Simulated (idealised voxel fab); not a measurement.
Herein follows the process module entitled voxel self aligned vias.
Each square cell in cross-section cut measures 5 nm, and the section as a whole is 270 nm wide.
Cross-section spec: square-cell grid; bands listed top down; each band is one or more rows. Within each band entry, the heights of the top and of the bottom of the band appear first, in that order and in nm; the materials of the band then follow from left to right, each with its corresponding width in nm. The designation "edge to edge" on a single material indicates that it fills the band from edge to edge; the designation "empty" indicates empty space. Ref level 0: as-received wafer is one material below here. Bottom band extends down with no lower bound ("from 0 down"). It should be noted that a width expressed as "30 to 40" varies in equal increments from row to row of cells within the band, taking the value of the first number at the top row and that of the second number at the bottom row. When a step is marked "changes: none", none of the cells in the cross-section changed during that step. Voids not open to the top, 8 cells minimum: see "Closed void inventory". Written width x height at distance; distance is from the left edge; nm. after a step's settings: what the simulator itself notes on the step. overlay nm: for a step with a mask, the amount by which the mask lay right of where it was planned; a negative amount means left of it.

Set out below are the planned steps of the process
1: RECEIVE with material Si
2: CONFORMAL_DEP with material SiO2, thk nm 10
3: CONFORMAL_DEP with material SiCN, thk nm 5
4: DIRECTIONAL_DEP with material SiO2, thk nm 30
5: PATTERN with tone open, mask id LINES, material resist, width nm 25, pitch nm 65, thk nm 20, overlay nm 0
6: DIRECTIONAL_ETCH with etch materials SiO2, depth nm 30
7: STRIP with etch materials resist
8: CONFORMAL_DEP with material TiN, thk nm 5
9: FILL_DEP with material W, thk nm 10
10: CMP with height nm 45
11: SELECTIVE_ETCH with etch materials W Ru TiN, depth nm 5
12: FILL_DEP with material SiN, thk nm 5
13: CMP with height nm 45
14: DIRECTIONAL_DEP with material SiO2, thk nm 20
15: MASKED_ETCH with tone open, mask id VIAS, width nm 35, pitch nm 65, etch materials SiO2, depth nm 20, overlay nm 0
16: MASKED_ETCH with tone open, mask id VIAS, width nm 35, pitch nm 65, etch materials SiN, depth nm 5, overlay nm 0
17: CONFORMAL_DEP with material TiN, thk nm 5
18: FILL_DEP with material Cu, thk nm 10
19: CMP with height nm 65
20: CONFORMAL_DEP with material SiCN, thk nm 5

Wafer cross-section on receipt, i.e. after step 1
from 0 down  Si edge to edge
Closed void inventory: none

The plan above was carried out on the starting structure above with one mistake, and this cross-section shows the wafer at the end of the module
from 70 to 65  SiCN edge to edge
from 65 to 45  SiO2: 50, TiN: 5, Cu: 25, TiN: 5, SiO2: 30, TiN: 5, Cu: 25, TiN: 5, SiO2: 30, TiN: 5, Cu: 25, TiN: 5, SiO2: 55
from 45 to 40  SiO2: 50, TiN: 35, SiO2: 30, TiN: 35, SiO2: 30, TiN: 35, SiO2: 55
from 40 to 25  SiO2: 50, TiN: 10, W: 15, TiN: 10, SiO2: 30, TiN: 10, W: 15, TiN: 10, SiO2: 30, TiN: 10, W: 15, TiN: 10, SiO2: 55
from 25 to 20  SiO2: 55, TiN: 5, W: 15, TiN: 5, SiO2: 40, TiN: 5, W: 15, TiN: 5, SiO2: 40, TiN: 5, W: 15, TiN: 5, SiO2: 60
from 20 to 15  SiO2: 55, TiN: 25, SiO2: 40, TiN: 25, SiO2: 40, TiN: 25, SiO2: 60
from 15 to 10  SiCN edge to edge
from 10 to 0  SiO2 edge to edge
from 0 down  Si edge to edge
Closed void inventory: none
Processing error: step 15 of the plan was twice carried out
